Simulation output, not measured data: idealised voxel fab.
process module | voxel transistor to metal
cross-section cut | 170 nm wide | cells 5 nm
A cross-section is a grid of square cells, given in bands from the top down. A band is one or more rows of cells.
Each band's line starts with the height of the band's top and of its bottom, in nm. Then come its materials from left to right, each with its width in nm. One material with "throughout" fills the band from edge to edge. "air" is empty space.
Height 0 is the level under which the wafer as received is all one material. The lowest band goes on downwards, as in "0 down".
A width such as "30 to 40" changes by the same amount from each row of cells to the next, from the band's top row to its bottom row.
"no change" after a step means that no cell of the cross-section changed.
closed voids: empty space of 8 cells or more with no open way to the top, each as width x height at its distance from the left edge, in nm
after a step's settings: what the simulator itself notes on the step
overlay nm, on a step with a mask: how far to the right of its planned place the mask lay; to the left if negative
plan
1 op RECEIVE | material Si
2 op OXIDIZE | depth nm 5
3 op CONFORMAL_DEP | material SiN | thk nm 15
4 op DIRECTIONAL_DEP | material aC | thk nm 15
5 op PATTERN | tone cover | mask id ACTIVE | material resist | width nm 115 | thk nm 30 | overlay nm 0
6 op DIRECTIONAL_ETCH | etch materials aC | depth nm 15
7 op STRIP | etch materials resist
8 op DIRECTIONAL_ETCH | etch materials SiN | depth nm 15
9 op DIRECTIONAL_ETCH | etch materials SiO2 | depth nm 5
10 op DIRECTIONAL_ETCH | etch materials Si | depth nm 30
11 op STRIP | etch materials aC
12 op OXIDIZE | depth nm 5
13 op FILL_DEP | material SiO2 | thk nm 5
14 op CMP | height nm 15
15 op SELECTIVE_ETCH | etch materials SiO2 | depth nm 10
16 op STRIP | etch materials SiN
17 op SELECTIVE_ETCH | etch materials SiO2 | depth nm 5
18 op OXIDIZE | depth nm 5
19 op DIRECTIONAL_DEP | material polySi | thk nm 30
20 op DIRECTIONAL_DEP | material SiCN | thk nm 10
21 op DIRECTIONAL_DEP | material aC | thk nm 10
22 op PATTERN | tone cover | mask id GATE | material resist | width nm 15 | thk nm 30 | overlay nm 0
23 op DIRECTIONAL_ETCH | etch materials aC | depth nm 10
24 op STRIP | etch materials resist
25 op DIRECTIONAL_ETCH | etch materials SiCN | depth nm 20
26 op DIRECTIONAL_ETCH | etch materials polySi | depth nm 40
27 op STRIP | etch materials aC
28 op CONFORMAL_DEP | material SiO2 | thk nm 5
29 op DIRECTIONAL_ETCH | etch materials SiO2 | depth nm 5
30 op CONFORMAL_DEP | material SiN | thk nm 5
31 op DIRECTIONAL_ETCH | etch materials SiN | depth nm 5
32 op DIRECTIONAL_ETCH | etch materials SiO2 | depth nm 5
33 op EPI | material nSi | thk nm 5
34 op FILL_DEP | material SiO2 | thk nm 5
35 op CMP | height nm 35
36 op DIRECTIONAL_DEP | material SiO2 | thk nm 10
37 op DIRECTIONAL_DEP | material aC | thk nm 10
38 op PATTERN | tone open | mask id CONTACT | material resist | width nm 30 | pitch nm 65 | thk nm 30 | overlay nm 0
39 op DIRECTIONAL_ETCH | etch materials aC | depth nm 10
40 op STRIP | etch materials resist
41 op DIRECTIONAL_ETCH | etch materials SiO2 | depth nm 50
42 op STRIP | etch materials aC
43 op CONFORMAL_DEP | material TiN | thk nm 5
44 op FILL_DEP | material Ru | thk nm 10
45 op CMP | height nm 45
46 op DIRECTIONAL_DEP | material TiN | thk nm 5
47 op DIRECTIONAL_DEP | material Ru | thk nm 20
48 op MASKED_ETCH | tone cover | mask id METAL_1 | width nm 15 | pitch nm 80 | etch materials Ru | depth nm 20 | overlay nm 0
49 op MASKED_ETCH | tone cover | mask id METAL_1 | width nm 15 | pitch nm 80 | etch materials TiN | depth nm 5 | overlay nm 0
50 op FILL_DEP | material SiO2 | thk nm 10
51 op CMP | height nm 70
52 op CONFORMAL_DEP | material SiCN | thk nm 5
53 op DIRECTIONAL_DEP | material SiO2 | thk nm 30
54 op MASKED_ETCH | tone open | mask id METAL_2 | width nm 15 | pitch nm 80 | etch materials SiO2 | depth nm 15 | overlay nm 0
55 op DIRECTIONAL_DEP | material aC | thk nm 10
56 op PATTERN | tone open | mask id METAL_2_HOLES | material resist | width nm 15 | pitch nm 80 | thk nm 25 | overlay nm 0
57 op DIRECTIONAL_ETCH | etch materials aC | depth nm 10
58 op STRIP | etch materials resist
59 op DIRECTIONAL_ETCH | etch materials SiO2 | depth nm 15
60 op DIRECTIONAL_ETCH | etch materials SiCN | depth nm 5
61 op STRIP | etch materials aC
62 op CONFORMAL_DEP | material TiN | thk nm 5
63 op FILL_DEP | material Cu | thk nm 10
64 op CMP | height nm 105
65 op CONFORMAL_DEP | material SiN | thk nm 5
varied across the wafers: width nm of step 22. The plan shows the first wafer's value. All wafers start alike
first wafer as received, after step 1
  0 down: Si throughout
  closed voids: none
first wafer at the end, after step 65
  110 to 105: SiN throughout
  105 to 75: SiO2 35 | TiN 5 | Cu 5 | TiN 5 | SiO2 65 | TiN 5 | Cu 5 | TiN 5 | SiO2 40
  75 to 70: SiCN 35 | TiN 15 | SiCN 65 | TiN 15 | SiCN 40
  70 to 50: SiO2 35 | Ru 15 | SiO2 65 | Ru 15 | SiO2 40
  50 to 45: SiO2 35 | TiN 15 | SiO2 65 | TiN 15 | SiO2 40
  45 to 35: SiO2 35 | TiN 5 | Ru 20 | TiN 5 | SiO2 35 | TiN 5 | Ru 20 | TiN 5 | SiO2 40
  35 to 25: SiO2 35 | TiN 5 | Ru 20 | TiN 5 | SiN 5 | SiO2 5 | SiCN 15 | SiO2 5 | SiN 5 | TiN 5 | Ru 20 | TiN 5 | SiO2 40
  25 to 0: SiO2 35 | TiN 5 | Ru 20 | TiN 5 | SiN 5 | SiO2 5 | polySi 15 | SiO2 5 | SiN 5 | TiN 5 | Ru 20 | TiN 5 | SiO2 40
  0 to -5: SiO2 25 | SiN 5 | SiO2 5 | TiN 30 | SiN 5 | SiO2 5 | polySi 15 | SiO2 5 | SiN 5 | TiN 30 | SiO2 5 | SiN 5 | SiO2 30
  -5 to -10: SiO2 30 | nSi 35 | SiO2 35 | nSi 35 | SiO2 35
  -10 to -40: SiO2 30 | Si 105 | SiO2 35
  -40 down: Si throughout
  closed voids: none
last wafer at the end
  110 to 105: SiN throughout
  105 to 75: SiO2 35 | TiN 5 | Cu 5 | TiN 5 | SiO2 65 | TiN 5 | Cu 5 | TiN 5 | SiO2 40
  75 to 70: SiCN 35 | TiN 15 | SiCN 65 | TiN 15 | SiCN 40
  70 to 50: SiO2 35 | Ru 15 | SiO2 65 | Ru 15 | SiO2 40
  50 to 45: SiO2 35 | TiN 15 | SiO2 65 | TiN 15 | SiO2 40
  45 to 35: SiO2 35 | TiN 5 | Ru 20 to 10 | TiN 5 to 15 | SiO2 35 | TiN 5 to 20 | Ru 20 to 5 | TiN 5 | SiO2 40
  35 to 25: SiO2 35 | TiN 5 | Ru 10 | TiN 5 | SiN 5 | TiN 5 | SiCN 40 | TiN 5 | SiN 5 | TiN 5 | Ru 5 | TiN 5 | SiO2 40
  25 to 0: SiO2 35 | TiN 5 | Ru 10 | TiN 5 | SiN 5 | TiN 5 | polySi 40 | TiN 5 | SiN 5 | TiN 5 | Ru 5 | TiN 5 | SiO2 40
  0 to -5: SiO2 25 | SiN 5 | SiO2 5 | TiN 20 | SiN 5 | TiN 5 | polySi 40 | TiN 5 | SiN 5 | TiN 15 | SiO2 5 | SiN 5 | SiO2 30
  -5 to -10: SiO2 30 | nSi 25 | SiO2 60 | nSi 20 | SiO2 35
  -10 to -40: SiO2 30 | Si 105 | SiO2 35
  -40 down: Si throughout
  closed voids: none
each wafer at the end: cells of each material gained (+) or lost (-) since it was received, then its closed voids
width nm 15 | +12 Cu | +96 Ru | -146 Si | +34 SiCN | +52 SiN | +584 SiO2 | +84 TiN | +14 nSi | +18 polySi | closed voids: none
width nm 20 | +12 Cu | +88 Ru | -146 Si | +36 SiCN | +52 SiN | +585 SiO2 | +84 TiN | +13 nSi | +24 polySi | closed voids: none
width nm 25 | +12 Cu | +80 Ru | -146 Si | +38 SiCN | +52 SiN | +586 SiO2 | +84 TiN | +12 nSi | +30 polySi | closed voids: none
width nm 30 | +12 Cu | +72 Ru | -146 Si | +40 SiCN | +52 SiN | +579 SiO2 | +92 TiN | +11 nSi | +36 polySi | closed voids: none
width nm 35 | +12 Cu | +64 Ru | -146 Si | +42 SiCN | +52 SiN | +572 SiO2 | +100 TiN | +10 nSi | +42 polySi | closed voids: none
width nm 40 | +12 Cu | +56 Ru | -146 Si | +44 SiCN | +52 SiN | +573 SiO2 | +100 TiN | +9 nSi | +48 polySi | closed voids: none
